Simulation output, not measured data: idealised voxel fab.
The following process module bears the name voxel self aligned vias.
FYI the section here is cut, 150 nm wide, cells are 5 nm squares.
Cross-section layout: square cells on a grid; listed as bands, top to bottom; a band spans one or more cell rows. Top, bottom (nm), then materials left to right with widths (nm); lone material tagged "all across" fills the whole band edge to edge; "empty" = empty space. Zero point of the height axis is 0; under it, received wafer = one material. Lowest band: continues down indefinitely, "top 0, no bottom". Width: "30 to 40" (first number = top row, second number = bottom row, same change from row to row of cells). For the purposes of this document, the phrase "nothing was modified" attached to a step denotes that no cell within the cross-section was modified by that step. You'll see "Enclosed void inventory" listing empty spaces that have no way open to the top, as long as they're 8 cells or more; the notation is width x height at distance, where the distance is from the left edge, and all of it is in nm. It should be noted that, on the line of a given step, the content following the step's settings is a remark produced by the simulator itself with respect to that step. overlay nm, on a step with a mask: how far to the right of its planned place the mask lay; to the left if negative.

Steps planned for the process:
| 1 | RECEIVE: material Si |
| 2 | CONFORMAL_DEP: material SiO2, thk nm 10 |
| 3 | CONFORMAL_DEP: material SiCN, thk nm 5 |
| 4 | DIRECTIONAL_DEP: material lowk, thk nm 20 |
| 5 | DIRECTIONAL_DEP: material aC, thk nm 15 |
| 6 | PATTERN: tone open, mask id LINES, material resist, width nm 30, pitch nm 65, thk nm 30, overlay nm 0 |
| 7 | DIRECTIONAL_ETCH: etch materials aC, depth nm 15 |
| 8 | STRIP: etch materials resist |
| 9 | DIRECTIONAL_ETCH: etch materials lowk, depth nm 20 |
| 10 | STRIP: etch materials aC |
| 11 | CONFORMAL_DEP: material TiN, thk nm 5 |
| 12 | FILL_DEP: material Ru, thk nm 10 |
| 13 | CMP: height nm 35 |
| 14 | SELECTIVE_ETCH: etch materials W Ru TiN, depth nm 10 |
| 15 | FILL_DEP: material SiN, thk nm 10 |
| 16 | CMP: height nm 35 |
| 17 | DIRECTIONAL_DEP: material lowk, thk nm 20 |
| 18 | PATTERN: tone open, mask id VIAS, material resist, width nm 40, thk nm 20, overlay nm 0 |
| 19 | DIRECTIONAL_ETCH: etch materials lowk, depth nm 20 |
| 20 | DIRECTIONAL_ETCH: etch materials SiN, depth nm 10 |
| 21 | STRIP: etch materials resist |
| 22 | CONFORMAL_DEP: material TiN, thk nm 5 |
| 23 | FILL_DEP: material Ru, thk nm 10 |
| 24 | CMP: height nm 55 |
| 25 | CONFORMAL_DEP: material SiN, thk nm 5 |

Incoming wafer in cross-section (state: after step 1):
  top 0, no bottom: Si all across
  Enclosed void inventory: none

What the wafer looks like in cross-section after this module, when it starts as shown above and follows the plan above but one mistake is made in running it:
  top 60, bottom 55: SiN all across
  top 55, bottom 40: lowk=20; TiN=5; Ru=30; TiN=5; lowk=90
  top 40, bottom 35: lowk=20; TiN=15; Ru=10; TiN=15; lowk=90
  top 35, bottom 30: lowk=30; TiN=5; Ru=10; TiN=5; lowk=45; SiN=20; lowk=35
  top 30, bottom 25: lowk=30; TiN=20; lowk=45; SiN=20; lowk=35
  top 25, bottom 20: lowk=30; Ru=20; lowk=45; Ru=20; lowk=35
  top 20, bottom 15: lowk all across
  top 15, bottom 10: SiCN all across
  top 10, bottom 0: SiO2 all across
  top 0, no bottom: Si all across
  Enclosed void inventory: none
Which mistake was made when the wafer was run? step 11 was processed under conditions differing from the plan, specifically as CONFORMAL_DEP: material lowk, thk nm 5
